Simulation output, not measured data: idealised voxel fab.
Process module name: voxel transistor to metal
Xsec cut, 285 nm wide, square cell size 5 nm.
Format of a cross-section: grid, square cells. Given as bands. Order: top down. Band: one or more rows of cells.
In this notation a band is specified by the heights of its top and bottom, in that order and in nm, after which its materials appear from left to right, each paired with its width in nm. The word "all across" attached to a single material means that material fills the band from edge to edge; the word "air" stands for empty space.
Height is counted from the level 0, under which the received wafer is composed throughout of one material. The lowest of the bands is not closed at the bottom but continues downward, in the notation "0 -> down".
You'd read "30 to 40" like this: the band's top row of cells is as wide as the first number, its bottom row is as wide as the second, and going down, every row changes width by the same amount as the row before did.
No cell of the cross-section changed in a step that is given as "nothing was modified".
You'll see "Non-vented voids" listing empty spaces that have no way open to the top, as long as they're 8 cells or more; the notation is width x height at distance, where the distance is from the left edge, and all of it is in nm.
Heads up: the bit after the settings on a step's line is the simulator's remark on that step.
overlay nm: right-of-plan distance of the mask on a masked step; negative values mean left-of-plan.

### Steps in the process plan
1) RECEIVE,material Si
2) OXIDIZE,depth nm 5
3) CONFORMAL_DEP,material SiN,thk nm 10
4) MASKED_ETCH,tone cover,mask id ACTIVE,width nm 100,pitch nm 130,etch materials SiN,depth nm 10,overlay nm 0
5) MASKED_ETCH,tone cover,mask id ACTIVE,width nm 100,pitch nm 130,etch materials SiO2,depth nm 5,overlay nm 0
6) MASKED_ETCH,tone cover,mask id ACTIVE,width nm 100,pitch nm 130,etch materials Si,depth nm 30,overlay nm 0
7) FILL_DEP,material SiO2,thk nm 5
8) CMP,height nm 10
9) SELECTIVE_ETCH,etch materials SiO2,depth nm 5
10) STRIP,etch materials SiN
11) SELECTIVE_ETCH,etch materials SiO2,depth nm 5
12) OXIDIZE,depth nm 5
13) DIRECTIONAL_DEP,material polySi,thk nm 25
14) DIRECTIONAL_DEP,material SiCN,thk nm 15
15) DIRECTIONAL_DEP,material aC,thk nm 15
16) PATTERN,tone cover,mask id GATE,material resist,width nm 20,pitch nm 130,thk nm 35,overlay nm 0
17) DIRECTIONAL_ETCH,etch materials aC,depth nm 15
18) STRIP,etch materials resist
19) DIRECTIONAL_ETCH,etch materials SiCN,depth nm 25
20) DIRECTIONAL_ETCH,etch materials polySi,depth nm 35
21) STRIP,etch materials aC
22) CONFORMAL_DEP,material SiO2,thk nm 5
23) DIRECTIONAL_ETCH,etch materials SiO2,depth nm 5
24) CONFORMAL_DEP,material SiN,thk nm 10
25) DIRECTIONAL_ETCH,etch materials SiN,depth nm 10
26) DIRECTIONAL_ETCH,etch materials SiO2,depth nm 5
27) EPI,material pSi,thk nm 5
28) FILL_DEP,material SiO2,thk nm 10
29) CMP,height nm 35
30) DIRECTIONAL_DEP,material SiO2,thk nm 15
31) PATTERN,tone open,mask id CONTACT,material resist,width nm 15,pitch nm 65,thk nm 20,overlay nm 0
32) DIRECTIONAL_ETCH,etch materials SiO2,depth nm 55
33) STRIP,etch materials resist
34) CONFORMAL_DEP,material TiN,thk nm 5
35) FILL_DEP,material Ru,thk nm 5
36) CMP,height nm 50
37) CONFORMAL_DEP,material SiCN,thk nm 5
38) DIRECTIONAL_DEP,material lowk,thk nm 20
39) PATTERN,tone open,mask id METAL_1,material resist,width nm 15,pitch nm 65,thk nm 15,overlay nm 0
40) DIRECTIONAL_ETCH,etch materials lowk,depth nm 20
41) DIRECTIONAL_ETCH,etch materials SiCN,depth nm 5
42) STRIP,etch materials resist
43) CONFORMAL_DEP,material TiN,thk nm 5
44) FILL_DEP,material W,thk nm 10
45) CMP,height nm 75
46) EPI,material Ru,thk nm 5
47) FILL_DEP,material SiCN,thk nm 5

### What follows covers the first of two wafers; it ran as planned

### as received, after step 1
- 0 -> down  Si all across
- Non-vented voids: none

### You're looking at a cross-section of the wafer after step 2
- 0 -> -5  SiO2 all across
- Below -5 it's all the same as before, nothing changed down there.

### You're looking at a cross-section of the wafer after step 3
- 10 -> 0  SiN all across
- Below 0 it's all the same as before, nothing changed down there.

### You're looking at a cross-section of the wafer after step 4
- 10 -> 0  air=25, then SiN=100, then air=30, then SiN=100, then air=30
- Below 0 it's all the same as before, nothing changed down there.

### You're looking at a cross-section of the wafer after step 5
- 10 -> 0  air=25, then SiN=100, then air=30, then SiN=100, then air=30
- 0 -> -5  air=25, then SiO2=100, then air=30, then SiO2=100, then air=30
- Below -5 it's all the same as before, nothing changed down there.

### You're looking at a cross-section of the wafer after step 6
- 10 -> 0  air=25, then SiN=100, then air=30, then SiN=100, then air=30
- 0 -> -5  air=25, then SiO2=100, then air=30, then SiO2=100, then air=30
- -5 -> -35  air=25, then Si=100, then air=30, then Si=100, then air=30
- Below -35 it's all the same as before, nothing changed down there.

### You're looking at a cross-section of the wafer after step 7
- 15 -> 10  SiO2 all across
- 10 -> 0  SiO2=25, then SiN=100, then SiO2=30, then SiN=100, then SiO2=30
- 0 -> -5  SiO2 all across
- -5 -> -35  SiO2=25, then Si=100, then SiO2=30, then Si=100, then SiO2=30
- Below -35 it's all the same as before, nothing changed down there.

### You're looking at a cross-section of the wafer after step 8
- 10 -> 0  SiO2=25, then SiN=100, then SiO2=30, then SiN=100, then SiO2=30
- Below 0 it's all the same as before, nothing changed down there.

### You're looking at a cross-section of the wafer after step 9
- 10 -> 5  air=25, then SiN=100, then air=30, then SiN=100, then air=30
- Below 5 it's all the same as before, nothing changed down there.

### You're looking at a cross-section of the wafer after step 10
- 5 -> 0  SiO2=25, then air=100, then SiO2=30, then air=100, then SiO2=30
- Below 0 it's all the same as before, nothing changed down there.

### You're looking at a cross-section of the wafer after step 11
- 0 -> -5  SiO2=20, then air=110, then SiO2=20, then air=110, then SiO2=25
- Below -5 it's all the same as before, nothing changed down there.

### You're looking at a cross-section of the wafer after step 12
- 0 -> -5  SiO2=20, then air=110, then SiO2=20, then air=110, then SiO2=25
- -5 -> -10  SiO2 all across
- Below -10 it's all the same as before, nothing changed down there.

### You're looking at a cross-section of the wafer after step 13
- 25 -> 20  polySi=20, then air=110, then polySi=20, then air=110, then polySi=25
- 20 -> 0  polySi all across
- 0 -> -5  SiO2=20, then polySi=110, then SiO2=20, then polySi=110, then SiO2=25
- Below -5 it's all the same as before, nothing changed down there.

### You're looking at a cross-section of the wafer after step 14
- 40 -> 35  SiCN=20, then air=110, then SiCN=20, then air=110, then SiCN=25
- 35 -> 25  SiCN all across
- 25 -> 20  polySi=20, then SiCN=110, then polySi=20, then SiCN=110, then polySi=25
- Below 20 it's all the same as before, nothing changed down there.

### You're looking at a cross-section of the wafer after step 15
- 55 -> 50  aC=20, then air=110, then aC=20, then air=110, then aC=25
- 50 -> 40  aC all across
- 40 -> 35  SiCN=20, then aC=110, then SiCN=20, then aC=110, then SiCN=25
- Below 35 it's all the same as before, nothing changed down there.

### You're looking at a cross-section of the wafer after step 16
- 90 -> 55  air=65, then resist=20, then air=110, then resist=20, then air=70
- 55 -> 50  aC=20, then air=45, then resist=20, then air=45, then aC=20, then air=45, then resist=20, then air=45, then aC=25
- Below 50 it's all the same as before, nothing changed down there.

### You're looking at a cross-section of the wafer after step 17
- 75 -> 50  air=65, then resist=20, then air=110, then resist=20, then air=70
- 50 -> 40  air=65, then aC=20, then air=110, then aC=20, then air=70
- 40 -> 35  SiCN=20, then air=45, then aC=20, then air=45, then SiCN=20, then air=45, then aC=20, then air=45, then SiCN=25
- Below 35 it's all the same as before, nothing changed down there.

### You're looking at a cross-section of the wafer after step 18
- 50 -> 40  air=65, then aC=20, then air=110, then aC=20, then air=70
- Below 40 it's all the same as before, nothing changed down there.

### You're looking at a cross-section of the wafer after step 19
- 50 -> 35  air=65, then aC=20, then air=110, then aC=20, then air=70
- 35 -> 25  air=65, then SiCN=20, then air=110, then SiCN=20, then air=70
- 25 -> 20  polySi=20, then air=45, then SiCN=20, then air=45, then polySi=20, then air=45, then SiCN=20, then air=45, then polySi=25
- Below 20 it's all the same as before, nothing changed down there.

### You're looking at a cross-section of the wafer after step 20
- 50 -> 35  air=65, then aC=20, then air=110, then aC=20, then air=70
- 35 -> 20  air=65, then SiCN=20, then air=110, then SiCN=20, then air=70
- 20 -> 0  air=65, then polySi=20, then air=110, then polySi=20, then air=70
- 0 -> -5  SiO2=20, then air=45, then polySi=20, then air=45, then SiO2=20, then air=45, then polySi=20, then air=45, then SiO2=25
- Below -5 it's all the same as before, nothing changed down there.

### You're looking at a cross-section of the wafer after step 21
- 35 -> 20  air=65, then SiCN=20, then air=110, then SiCN=20, then air=70
- Below 20 it's all the same as before, nothing changed down there.

### You're looking at a cross-section of the wafer after step 22
- 40 -> 35  air=60, then SiO2=30, then air=100, then SiO2=30, then air=65
- 35 -> 20  air=60, then SiO2=5, then SiCN=20, then SiO2=5, then air=100, then SiO2=5, then SiCN=20, then SiO2=5, then air=65
- 20 -> 5  air=60, then SiO2=5, then polySi=20, then SiO2=5, then air=100, then SiO2=5, then polySi=20, then SiO2=5, then air=65
- 5 -> 0  SiO2=25, then air=35, then SiO2=5, then polySi=20, then SiO2=5, then air=35, then SiO2=30, then air=35, then SiO2=5, then polySi=20, then SiO2=5, then air=35, then SiO2=30
- 0 -> -5  SiO2=65, then polySi=20, then SiO2=110, then polySi=20, then SiO2=70
- Below -5 it's all the same as before, nothing changed down there.

### You're looking at a cross-section of the wafer after step 23
- 35 -> 20  air=60, then SiO2=5, then SiCN=20, then SiO2=5, then air=100, then SiO2=5, then SiCN=20, then SiO2=5, then air=65
- 20 -> 0  air=60, then SiO2=5, then polySi=20, then SiO2=5, then air=100, then SiO2=5, then polySi=20, then SiO2=5, then air=65
- 0 -> -5  SiO2=25, then air=35, then SiO2=5, then polySi=20, then SiO2=5, then air=35, then SiO2=30, then air=35, then SiO2=5, then polySi=20, then SiO2=5, then air=35, then SiO2=30
- Below -5 it's all the same as before, nothing changed down there.

### You're looking at a cross-section of the wafer after step 24
- 45 -> 35  air=50, then SiN=50, then air=80, then SiN=50, then air=55
- 35 -> 20  air=50, then SiN=10, then SiO2=5, then SiCN=20, then SiO2=5, then SiN=10, then air=80, then SiN=10, then SiO2=5, then SiCN=20, then SiO2=5, then SiN=10, then air=55
- 20 -> 10  air=50, then SiN=10, then SiO2=5, then polySi=20, then SiO2=5, then SiN=10, then air=80, then SiN=10, then SiO2=5, then polySi=20, then SiO2=5, then SiN=10, then air=55
- 10 -> 5  SiN=35, then air=15, then SiN=10, then SiO2=5, then polySi=20, then SiO2=5, then SiN=10, then air=15, then SiN=50, then air=15, then SiN=10, then SiO2=5, then polySi=20, then SiO2=5, then SiN=10, then air=15, then SiN=40
- 5 -> 0  SiN=60, then SiO2=5, then polySi=20, then SiO2=5, then SiN=100, then SiO2=5, then polySi=20, then SiO2=5, then SiN=65
- 0 -> -5  SiO2=25, then SiN=35, then SiO2=5, then polySi=20, then SiO2=5, then SiN=35, then SiO2=30, then SiN=35, then SiO2=5, then polySi=20, then SiO2=5, then SiN=35, then SiO2=30
- Below -5 it's all the same as before, nothing changed down there.

### You're looking at a cross-section of the wafer after step 25
- 35 -> 20  air=50, then SiN=10, then SiO2=5, then SiCN=20, then SiO2=5, then SiN=10, then air=80, then SiN=10, then SiO2=5, then SiCN=20, then SiO2=5, then SiN=10, then air=55
- 20 -> 0  air=50, then SiN=10, then SiO2=5, then polySi=20, then SiO2=5, then SiN=10, then air=80, then SiN=10, then SiO2=5, then polySi=20, then SiO2=5, then SiN=10, then air=55
- 0 -> -5  SiO2=25, then SiN=10, then air=15, then SiN=10, then SiO2=5, then polySi=20, then SiO2=5, then SiN=10, then air=15, then SiN=10, then SiO2=30, then SiN=10, then air=15, then SiN=10, then SiO2=5, then polySi=20, then SiO2=5, then SiN=10, then air=15, then SiN=10, then SiO2=30
- Below -5 it's all the same as before, nothing changed down there.

### You're looking at a cross-section of the wafer after step 26
- 35 -> 30  air=50, then SiN=10, then air=5, then SiCN=20, then air=5, then SiN=10, then air=80, then SiN=10, then air=5, then SiCN=20, then air=5, then SiN=10, then air=55
- 30 -> 20  air=50, then SiN=10, then SiO2=5, then SiCN=20, then SiO2=5, then SiN=10, then air=80, then SiN=10, then SiO2=5, then SiCN=20, then SiO2=5, then SiN=10, then air=55
- 20 -> 0  air=50, then SiN=10, then SiO2=5, then polySi=20, then SiO2=5, then SiN=10, then air=80, then SiN=10, then SiO2=5, then polySi=20, then SiO2=5, then SiN=10, then air=55
- 0 -> -5  air=25, then SiN=10, then air=15, then SiN=10, then SiO2=5, then polySi=20, then SiO2=5, then SiN=10, then air=15, then SiN=10, then air=30, then SiN=10, then air=15, then SiN=10, then SiO2=5, then polySi=20, then SiO2=5, then SiN=10, then air=15, then SiN=10, then air=30
- -5 -> -10  SiO2=35, then air=15, then SiO2=50, then air=15, then SiO2=50, then air=15, then SiO2=50, then air=15, then SiO2=40
- Below -10 it's all the same as before, nothing changed down there.

### You're looking at a cross-section of the wafer after step 27
- 35 -> 30  air=50, then SiN=10, then air=5, then SiCN=20, then air=5, then SiN=10, then air=80, then SiN=10, then air=5, then SiCN=20, then air=5, then SiN=10, then air=55
- 30 -> 20  air=50, then SiN=10, then SiO2=5, then SiCN=20, then SiO2=5, then SiN=10, then air=80, then SiN=10, then SiO2=5, then SiCN=20, then SiO2=5, then SiN=10, then air=55
- 20 -> 0  air=50, then SiN=10, then SiO2=5, then polySi=20, then SiO2=5, then SiN=10, then air=80, then SiN=10, then SiO2=5, then polySi=20, then SiO2=5, then SiN=10, then air=55
- 0 -> -5  air=25, then SiN=10, then air=15, then SiN=10, then SiO2=5, then polySi=20, then SiO2=5, then SiN=10, then air=15, then SiN=10, then air=30, then SiN=10, then air=15, then SiN=10, then SiO2=5, then polySi=20, then SiO2=5, then SiN=10, then air=15, then SiN=10, then air=30
- -5 -> -10  SiO2=35, then pSi=15, then SiO2=50, then pSi=15, then SiO2=50, then pSi=15, then SiO2=50, then pSi=15, then SiO2=40
- Below -10 it's all the same as before, nothing changed down there.

### You're looking at a cross-section of the wafer after step 28
- 45 -> 35  SiO2 all across
- 35 -> 20  SiO2=50, then SiN=10, then SiO2=5, then SiCN=20, then SiO2=5, then SiN=10, then SiO2=80, then SiN=10, then SiO2=5, then SiCN=20, then SiO2=5, then SiN=10, then SiO2=55
- 20 -> 0  SiO2=50, then SiN=10, then SiO2=5, then polySi=20, then SiO2=5, then SiN=10, then SiO2=80, then SiN=10, then SiO2=5, then polySi=20, then SiO2=5, then SiN=10, then SiO2=55
- 0 -> -5  SiO2=25, then SiN=10, then SiO2=15, then SiN=10, then SiO2=5, then polySi=20, then SiO2=5, then SiN=10, then SiO2=15, then SiN=10, then SiO2=30, then SiN=10, then SiO2=15, then SiN=10, then SiO2=5, then polySi=20, then SiO2=5, then SiN=10, then SiO2=15, then SiN=10, then SiO2=30
- Below -5 it's all the same as before, nothing changed down there.

### You're looking at a cross-section of the wafer after step 29
- 35 -> 20  SiO2=50, then SiN=10, then SiO2=5, then SiCN=20, then SiO2=5, then SiN=10, then SiO2=80, then SiN=10, then SiO2=5, then SiCN=20, then SiO2=5, then SiN=10, then SiO2=55
- Below 20 it's all the same as before, nothing changed down there.

### You're looking at a cross-section of the wafer after step 30
- 50 -> 35  SiO2 all across
- Below 35 it's all the same as before, nothing changed down there.

### You're looking at a cross-section of the wafer after step 31
- 70 -> 50  resist=35, then air=15, then resist=50, then air=15, then resist=50, then air=15, then resist=50, then air=15, then resist=40
- Below 50 it's all the same as before, nothing changed down there.

### You're looking at a cross-section of the wafer after step 32
- 70 -> 50  resist=35, then air=15, then resist=50, then air=15, then resist=50, then air=15, then resist=50, then air=15, then resist=40
- 50 -> 35  SiO2=35, then air=15, then SiO2=50, then air=15, then SiO2=50, then air=15, then SiO2=50, then air=15, then SiO2=40
- 35 -> 20  SiO2=35, then air=15, then SiN=10, then SiO2=5, then SiCN=20, then SiO2=5, then SiN=10, then air=15, then SiO2=50, then air=15, then SiN=10, then SiO2=5, then SiCN=20, then SiO2=5, then SiN=10, then air=15, then SiO2=40
- 20 -> 0  SiO2=35, then air=15, then SiN=10, then SiO2=5, then polySi=20, then SiO2=5, then SiN=10, then air=15, then SiO2=50, then air=15, then SiN=10, then SiO2=5, then polySi=20, then SiO2=5, then SiN=10, then air=15, then SiO2=40
- 0 -> -5  SiO2=25, then SiN=10, then air=15, then SiN=10, then SiO2=5, then polySi=20, then SiO2=5, then SiN=10, then air=15, then SiN=10, then SiO2=30, then SiN=10, then air=15, then SiN=10, then SiO2=5, then polySi=20, then SiO2=5, then SiN=10, then air=15, then SiN=10, then SiO2=30
- Below -5 it's all the same as before, nothing changed down there.

### You're looking at a cross-section of the wafer after step 33
- 50 -> 35  SiO2=35, then air=15, then SiO2=50, then air=15, then SiO2=50, then air=15, then SiO2=50, then air=15, then SiO2=40
- Below 35 it's all the same as before, nothing changed down there.

### You're looking at a cross-section of the wafer after step 34
- 55 -> 50  TiN=40, then air=5, then TiN=60, then air=5, then TiN=60, then air=5, then TiN=60, then air=5, then TiN=45
- 50 -> 35  SiO2=35, then TiN=5, then air=5, then TiN=5, then SiO2=50, then TiN=5, then air=5, then TiN=5, then SiO2=50, then TiN=5, then air=5, then TiN=5, then SiO2=50, then TiN=5, then air=5, then TiN=5, then SiO2=40
- 35 -> 20  SiO2=35, then TiN=5, then air=5, then TiN=5, then SiN=10, then SiO2=5, then SiCN=20, then SiO2=5, then SiN=10, then TiN=5, then air=5, then TiN=5, then SiO2=50, then TiN=5, then air=5, then TiN=5, then SiN=10, then SiO2=5, then SiCN=20, then SiO2=5, then SiN=10, then TiN=5, then air=5, then TiN=5, then SiO2=40
- 20 -> 0  SiO2=35, then TiN=5, then air=5, then TiN=5, then SiN=10, then SiO2=5, then polySi=20, then SiO2=5, then SiN=10, then TiN=5, then air=5, then TiN=5, then SiO2=50, then TiN=5, then air=5, then TiN=5, then SiN=10, then SiO2=5, then polySi=20, then SiO2=5, then SiN=10, then TiN=5, then air=5, then TiN=5, then SiO2=40
- 0 -> -5  SiO2=25, then SiN=10, then TiN=15, then SiN=10, then SiO2=5, then polySi=20, then SiO2=5, then SiN=10, then TiN=15, then SiN=10, then SiO2=30, then SiN=10, then TiN=15, then SiN=10, then SiO2=5, then polySi=20, then SiO2=5, then SiN=10, then TiN=15, then SiN=10, then SiO2=30
- Below -5 it's all the same as before, nothing changed down there.

### You're looking at a cross-section of the wafer after step 35
- 60 -> 55  Ru all across
- 55 -> 50  TiN=40, then Ru=5, then TiN=60, then Ru=5, then TiN=60, then Ru=5, then TiN=60, then Ru=5, then TiN=45
- 50 -> 35  SiO2=35, then TiN=5, then Ru=5, then TiN=5, then SiO2=50, then TiN=5, then Ru=5, then TiN=5, then SiO2=50, then TiN=5, then Ru=5, then TiN=5, then SiO2=50, then TiN=5, then Ru=5, then TiN=5, then SiO2=40
- 35 -> 20  SiO2=35, then TiN=5, then Ru=5, then TiN=5, then SiN=10, then SiO2=5, then SiCN=20, then SiO2=5, then SiN=10, then TiN=5, then Ru=5, then TiN=5, then SiO2=50, then TiN=5, then Ru=5, then TiN=5, then SiN=10, then SiO2=5, then SiCN=20, then SiO2=5, then SiN=10, then TiN=5, then Ru=5, then TiN=5, then SiO2=40
- 20 -> 0  SiO2=35, then TiN=5, then Ru=5, then TiN=5, then SiN=10, then SiO2=5, then polySi=20, then SiO2=5, then SiN=10, then TiN=5, then Ru=5, then TiN=5, then SiO2=50, then TiN=5, then Ru=5, then TiN=5, then SiN=10, then SiO2=5, then polySi=20, then SiO2=5, then SiN=10, then TiN=5, then Ru=5, then TiN=5, then SiO2=40
- Below 0 it's all the same as before, nothing changed down there.

### You're looking at a cross-section of the wafer after step 36
- 50 -> 35  SiO2=35, then TiN=5, then Ru=5, then TiN=5, then SiO2=50, then TiN=5, then Ru=5, then TiN=5, then SiO2=50, then TiN=5, then Ru=5, then TiN=5, then SiO2=50, then TiN=5, then Ru=5, then TiN=5, then SiO2=40
- Below 35 it's all the same as before, nothing changed down there.

### You're looking at a cross-section of the wafer after step 37
- 55 -> 50  SiCN all across
- Below 50 it's all the same as before, nothing changed down there.

### You're looking at a cross-section of the wafer after step 38
- 75 -> 55  lowk all across
- Below 55 it's all the same as before, nothing changed down there.

### You're looking at a cross-section of the wafer after step 39
- 90 -> 75  resist=35, then air=15, then resist=50, then air=15, then resist=50, then air=15, then resist=50, then air=15, then resist=40
- Below 75 it's all the same as before, nothing changed down there.

### You're looking at a cross-section of the wafer after step 40
- 90 -> 75  resist=35, then air=15, then resist=50, then air=15, then resist=50, then air=15, then resist=50, then air=15, then resist=40
- 75 -> 55  lowk=35, then air=15, then lowk=50, then air=15, then lowk=50, then air=15, then lowk=50, then air=15, then lowk=40
- Below 55 it's all the same as before, nothing changed down there.

### You're looking at a cross-section of the wafer after step 41
- 90 -> 75  resist=35, then air=15, then resist=50, then air=15, then resist=50, then air=15, then resist=50, then air=15, then resist=40
- 75 -> 55  lowk=35, then air=15, then lowk=50, then air=15, then lowk=50, then air=15, then lowk=50, then air=15, then lowk=40
- 55 -> 50  SiCN=35, then air=15, then SiCN=50, then air=15, then SiCN=50, then air=15, then SiCN=50, then air=15, then SiCN=40
- Below 50 it's all the same as before, nothing changed down there.

### You're looking at a cross-section of the wafer after step 42
- 75 -> 55  lowk=35, then air=15, then lowk=50, then air=15, then lowk=50, then air=15, then lowk=50, then air=15, then lowk=40
- Below 55 it's all the same as before, nothing changed down there.

### You're looking at a cross-section of the wafer after step 43
- 80 -> 75  TiN=40, then air=5, then TiN=60, then air=5, then TiN=60, then air=5, then TiN=60, then air=5, then TiN=45
- 75 -> 55  lowk=35, then TiN=5, then air=5, then TiN=5, then lowk=50, then TiN=5, then air=5, then TiN=5, then lowk=50, then TiN=5, then air=5, then TiN=5, then lowk=50, then TiN=5, then air=5, then TiN=5, then lowk=40
- 55 -> 50  SiCN=35, then TiN=15, then SiCN=50, then TiN=15, then SiCN=50, then TiN=15, then SiCN=50, then TiN=15, then SiCN=40
- Below 50 it's all the same as before, nothing changed down there.

### You're looking at a cross-section of the wafer after step 44
- 90 -> 80  W all across
- 80 -> 75  TiN=40, then W=5, then TiN=60, then W=5, then TiN=60, then W=5, then TiN=60, then W=5, then TiN=45
- 75 -> 55  lowk=35, then TiN=5, then W=5, then TiN=5, then lowk=50, then TiN=5, then W=5, then TiN=5, then lowk=50, then TiN=5, then W=5, then TiN=5, then lowk=50, then TiN=5, then W=5, then TiN=5, then lowk=40
- Below 55 it's all the same as before, nothing changed down there.

### You're looking at a cross-section of the wafer after step 45
- 75 -> 55  lowk=35, then TiN=5, then W=5, then TiN=5, then lowk=50, then TiN=5, then W=5, then TiN=5, then lowk=50, then TiN=5, then W=5, then TiN=5, then lowk=50, then TiN=5, then W=5, then TiN=5, then lowk=40
- Below 55 it's all the same as before, nothing changed down there.

### You're looking at a cross-section of the wafer after step 46
- 80 -> 75  air=30, then Ru=25, then air=40, then Ru=25, then air=40, then Ru=25, then air=40, then Ru=25, then air=35
- Below 75 it's all the same as before, nothing changed down there.

### You're looking at a cross-section of the wafer after step 47
- 85 -> 80  SiCN all across
- 80 -> 75  SiCN=30, then Ru=25, then SiCN=40, then Ru=25, then SiCN=40, then Ru=25, then SiCN=40, then Ru=25, then SiCN=35
- Below 75 it's all the same as before, nothing changed down there.

### Second Wafer (Identical Start and Plan, One Processing Error; Matches First Wafer Through Step 46)

At the planned end of step 47, the second wafer in cross-section: nothing was modified
Plan not followed: step 47 of the plan was jumped over and never run
At the finish, the second wafer shows more or fewer cells for some materials than the first does: -94 SiCN
